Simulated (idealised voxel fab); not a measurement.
process module | voxel gate over fins
cross-section cut | 155 nm wide | cells 5 nm
A cross-section is a grid of square cells, given in bands from the top down. A band is one or more rows of cells.
Each band's line starts with the height of the band's top and of its bottom, in nm. Then come its materials from left to right, each with its width in nm. One material with "throughout" fills the band from edge to edge. "air" is empty space.
Height 0 is the level under which the wafer as received is all one material. The lowest band goes on downwards, as in "0 down".
A width such as "30 to 40" changes by the same amount from each row of cells to the next, from the band's top row to its bottom row.
"no change" after a step means that no cell of the cross-section changed.
closed voids: empty space of 8 cells or more with no open way to the top, each as width x height at its distance from the left edge, in nm
after a step's settings: what the simulator itself notes on the step
overlay nm, on a step with a mask: how far to the right of its planned place the mask lay; to the left if negative
plan
1 op RECEIVE | material Si
2 op CONFORMAL_DEP | material SiN | thk nm 10
3 op DIRECTIONAL_DEP | material aC | thk nm 10
4 op PATTERN | tone cover | mask id FINS | material resist | width nm 15 | pitch nm 35 | thk nm 30 | overlay nm 0
5 op DIRECTIONAL_ETCH | etch materials aC | depth nm 10
6 op STRIP | etch materials resist
7 op DIRECTIONAL_ETCH | etch materials SiN | depth nm 10
8 op DIRECTIONAL_ETCH | etch materials Si | depth nm 40
9 op STRIP | etch materials aC
10 op FILL_DEP | material SiO2 | thk nm 10
11 op CMP | height nm 10
12 op SELECTIVE_ETCH | etch materials SiO2 | depth nm 25
13 op STRIP | etch materials SiN
14 op CONFORMAL_DEP | material HfO2 | thk nm 5
15 op CONFORMAL_DEP | material TiN | thk nm 5
16 op FILL_DEP | material W | thk nm 10
17 op CMP | height nm 15
18 op CONFORMAL_DEP | material SiN | thk nm 10
as received, after step 1
  0 down: Si throughout
  closed voids: none
first wafer at the end, as planned
  25 to 15: SiN throughout
  15 to 10: W throughout
  10 to 5: W 40 | TiN 70 | W 45
  5 to 0: W 40 | TiN 5 | HfO2 25 | TiN 10 | HfO2 25 | TiN 5 | W 45
  0 to -5: W 40 | TiN 5 | HfO2 5 | Si 15 | HfO2 5 | TiN 10 | HfO2 5 | Si 15 | HfO2 5 | TiN 5 | W 45
  -5 to -10: TiN 45 | HfO2 5 | Si 15 | HfO2 5 | TiN 10 | HfO2 5 | Si 15 | HfO2 5 | TiN 50
  -10 to -15: HfO2 50 | Si 15 | HfO2 20 | Si 15 | HfO2 55
  -15 to -40: SiO2 50 | Si 15 | SiO2 20 | Si 15 | SiO2 55
  -40 down: Si throughout
  closed voids: none
second wafer at the end: like start, like plan, one mistake
  25 to 15: SiN throughout
  15 to 10: W throughout
  10 to 5: TiN throughout
  5 to 0: HfO2 55 | TiN 5 | HfO2 30 | TiN 5 | HfO2 60
  0 to -10: Si 50 | HfO2 5 | TiN 5 | HfO2 5 | Si 20 | HfO2 5 | TiN 5 | HfO2 5 | Si 55
  -10 to -15: Si 50 | HfO2 15 | Si 20 | HfO2 15 | Si 55
  -15 to -40: Si 50 | SiO2 15 | Si 20 | SiO2 15 | Si 55
  -40 down: Si throughout
  closed voids: none
what went wrong: step 4 ran as: op PATTERN | tone open | mask id FINS | material resist | width nm 15 | pitch nm 35 | thk nm 30 | overlay nm 0
at the end the second wafer has, in cells: 152 more of Si | 95 fewer of SiO2 | 6 fewer of TiN | 51 fewer of W
